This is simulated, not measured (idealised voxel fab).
Documented hereafter: the process module known as voxel gate over fins.
Cross-section cut: width 165 nm, square cells of 5 nm.
If you're reading a cross-section in this doc, picture square cells in a grid; it comes to you as bands, top ones listed first down to the bottom, and a band can be one or more rows of cells. Band: top height; bottom height; in nm. Then, left to right: material with width in nm, for each material. "full width": a single material spanning edge to edge. "blank": empty space. The level at which height equals 0 is the one under which the wafer, as it arrives, is entirely one material. No lower edge exists for the bottom band, which continues downward and is notated as in "top 0, no bottom". Quick explanation for "30 to 40": the width changes in equal steps down the rows of cells, from the first number in the band's top row to the second number in its bottom row. For the purposes of this document, the phrase "nothing was modified" attached to a step denotes that no cell within the cross-section was modified by that step. So "Fully enclosed voids" is basically the list of trapped voids: any empty space of 8 cells or more that can't reach the top through an opening. They're written width x height at distance, the distance being from the left edge, and it's all nm. Read whatever lies past the settings on a step's line as the simulator's own remark about the step. You can add "overlay nm" to a step's line. For a step with a mask, it describes how far the mask lay to the right of its planned position, and a negative number describes a lay to the left.

**Planned process steps**
step 1: RECEIVE with material Si
step 2: CONFORMAL_DEP with material SiN, thk nm 10
step 3: MASKED_ETCH with tone cover, mask id FINS, width nm 15, pitch nm 35, etch materials SiN, depth nm 10, overlay nm 0
step 4: MASKED_ETCH with tone cover, mask id FINS, width nm 15, pitch nm 35, etch materials Si, depth nm 30, overlay nm 0
step 5: OXIDIZE with depth nm 5
step 6: FILL_DEP with material SiO2, thk nm 5
step 7: CMP with height nm 10
step 8: SELECTIVE_ETCH with etch materials SiO2, depth nm 20
step 9: STRIP with etch materials SiN
step 10: CONFORMAL_DEP with material HfO2, thk nm 5
step 11: CONFORMAL_DEP with material TiN, thk nm 5
step 12: FILL_DEP with material W, thk nm 10
step 13: CMP with height nm 15
step 14: CONFORMAL_DEP with material SiN, thk nm 10

**Cross-section, incoming material, after step 1**
- top 0, no bottom | Si full width
- Fully enclosed voids: none

**Cross-sectional image of the first of two wafers at the end of the module, the run having proceeded as planned**
- top 25, bottom 15 | SiN full width
- top 15, bottom 10 | W full width
- top 10, bottom 5 | W=35, TiN=25, W=10, TiN=25, W=10, TiN=25, W=35
- top 5, bottom 0 | W=35, TiN=5, HfO2=15, TiN=5, W=10, TiN=5, HfO2=15, TiN=5, W=10, TiN=5, HfO2=15, TiN=5, W=35
- top 0, bottom -5 | TiN=40, HfO2=5, Si=5, HfO2=5, TiN=20, HfO2=5, Si=5, HfO2=5, TiN=20, HfO2=5, Si=5, HfO2=5, TiN=40
- top -5, bottom -10 | HfO2=45, Si=5, HfO2=30, Si=5, HfO2=30, Si=5, HfO2=45
- top -10, bottom -35 | SiO2=45, Si=5, SiO2=30, Si=5, SiO2=30, Si=5, SiO2=45
- top -35, no bottom | Si full width
- Fully enclosed voids: none

**Cross-section, wafer two of two, end of module: same start and plan as wafer one, one error in execution**
- top 25, bottom 15 | SiN full width
- top 15, bottom 10 | W full width
- top 10, bottom 5 | W=35, TiN=25, W=10, TiN=25, W=10, TiN=25, W=35
- top 5, bottom 0 | W=35, TiN=5, HfO2=15, TiN=5, W=10, TiN=5, HfO2=15, TiN=5, W=10, TiN=5, HfO2=15, TiN=5, W=35
- top 0, bottom -5 | TiN=40, HfO2=5, Si=5, HfO2=5, TiN=20, HfO2=5, Si=5, HfO2=5, TiN=20, HfO2=5, Si=5, HfO2=5, TiN=40
- top -5, bottom -10 | HfO2=45, Si=5, HfO2=30, Si=5, HfO2=30, Si=5, HfO2=45
- top -10, bottom -40 | SiO2=45, Si=5, SiO2=30, Si=5, SiO2=30, Si=5, SiO2=45
- top -40, no bottom | Si full width
- Fully enclosed voids: none
What was the processing mistake? step 4 went in with a setting other than planned; the actual run was MASKED_ETCH with tone cover, mask id FINS, width nm 15, pitch nm 35, etch materials Si, depth nm 35, overlay nm 0
Counted in cells at the end, the second wafer holds more or fewer of these materials than the first: Si: 30 fewer | SiO2: 30 more
